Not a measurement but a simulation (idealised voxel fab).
Process module name: voxel self aligned vias
Section shown: cut. Width: 155 nm. Cell size: 5 nm, square.
A cross-section is a grid of square cells, given in bands from the top down. A band is one or more rows of cells.
In this notation a band is specified by the heights of its top and bottom, in that order and in nm, after which its materials appear from left to right, each paired with its width in nm. The word "throughout" attached to a single material means that material fills the band from edge to edge; the word "empty" stands for empty space.
Ref level 0: as-received wafer is one material below here. Bottom band extends down with no lower bound ("top 0, no bottom").
Note: "30 to 40" means the width goes from the first number (top row of the band) to the second number (bottom row) in equal steps per row of cells.
A step reported as "nothing got changed" is a step in which no cell of the cross-section changed.
"Catalogued sealed voids" lists enclosed empty spaces (at least 8 cells, no open path upward to the top), each as width x height at distance from the left edge, in nm.
If you see something after the settings on a step's line, that's the simulator's own remark about that step.
"overlay nm", when on a step's line for a step with a mask, measures how far to the right of its planned place the mask lay; a negative measure means to the left.
[plan]
1: RECEIVE: material Si
2: CONFORMAL_DEP: material SiO2, thk nm 15
3: CONFORMAL_DEP: material SiCN, thk nm 5
4: DIRECTIONAL_DEP: material lowk, thk nm 30
5: DIRECTIONAL_DEP: material aC, thk nm 15
6: PATTERN: tone open, mask id LINES, material resist, width nm 15, pitch nm 75, thk nm 35, overlay nm 0
7: DIRECTIONAL_ETCH: etch materials aC, depth nm 15
8: STRIP: etch materials resist
9: DIRECTIONAL_ETCH: etch materials lowk, depth nm 30
10: STRIP: etch materials aC
11: CONFORMAL_DEP: material TiN, thk nm 5
12: FILL_DEP: material Ru, thk nm 5
13: CMP: height nm 50
14: SELECTIVE_ETCH: etch materials W Ru TiN, depth nm 5
15: FILL_DEP: material SiN, thk nm 10
16: CMP: height nm 50
17: DIRECTIONAL_DEP: material lowk, thk nm 20
18: DIRECTIONAL_DEP: material aC, thk nm 10
19: PATTERN: tone open, mask id VIAS, material resist, width nm 45, pitch nm 75, thk nm 30, overlay nm 0
20: DIRECTIONAL_ETCH: etch materials aC, depth nm 10
21: STRIP: etch materials resist
22: DIRECTIONAL_ETCH: etch materials lowk, depth nm 20
23: DIRECTIONAL_ETCH: etch materials SiN, depth nm 5
24: STRIP: etch materials aC
25: CONFORMAL_DEP: material TiN, thk nm 5
26: FILL_DEP: material Ru, thk nm 10
27: CMP: height nm 70
28: CONFORMAL_DEP: material SiCN, thk nm 5
Among the wafers covered here, the point of difference is the width nm at step 6; their starting state is shared, and the plan presents the value of the first wafer.
[Cross-section of the first of several wafers as received (after step 1)]
top 0, no bottom | Si throughout
Catalogued sealed voids: none
[Rows = wafers. At module end, each row lists per material the cells gained (+) or lost (-) since the wafer was received, then the closed voids]
width nm 15; +52 Ru; +62 SiCN; +93 SiO2; +56 TiN; +202 lowk; Catalogued sealed voids: none
width nm 20; +62 Ru; +62 SiCN; +93 SiO2; +58 TiN; +190 lowk; Catalogued sealed voids: none
width nm 25; +72 Ru; +62 SiCN; +93 SiO2; +60 TiN; +178 lowk; Catalogued sealed voids: none
width nm 30; +82 Ru; +62 SiCN; +93 SiO2; +62 TiN; +166 lowk; Catalogued sealed voids: none
width nm 35; +92 Ru; +62 SiCN; +93 SiO2; +64 TiN; +154 lowk; Catalogued sealed voids: none
width nm 40; +102 Ru; +62 SiCN; +93 SiO2; +66 TiN; +142 lowk; Catalogued sealed voids: none
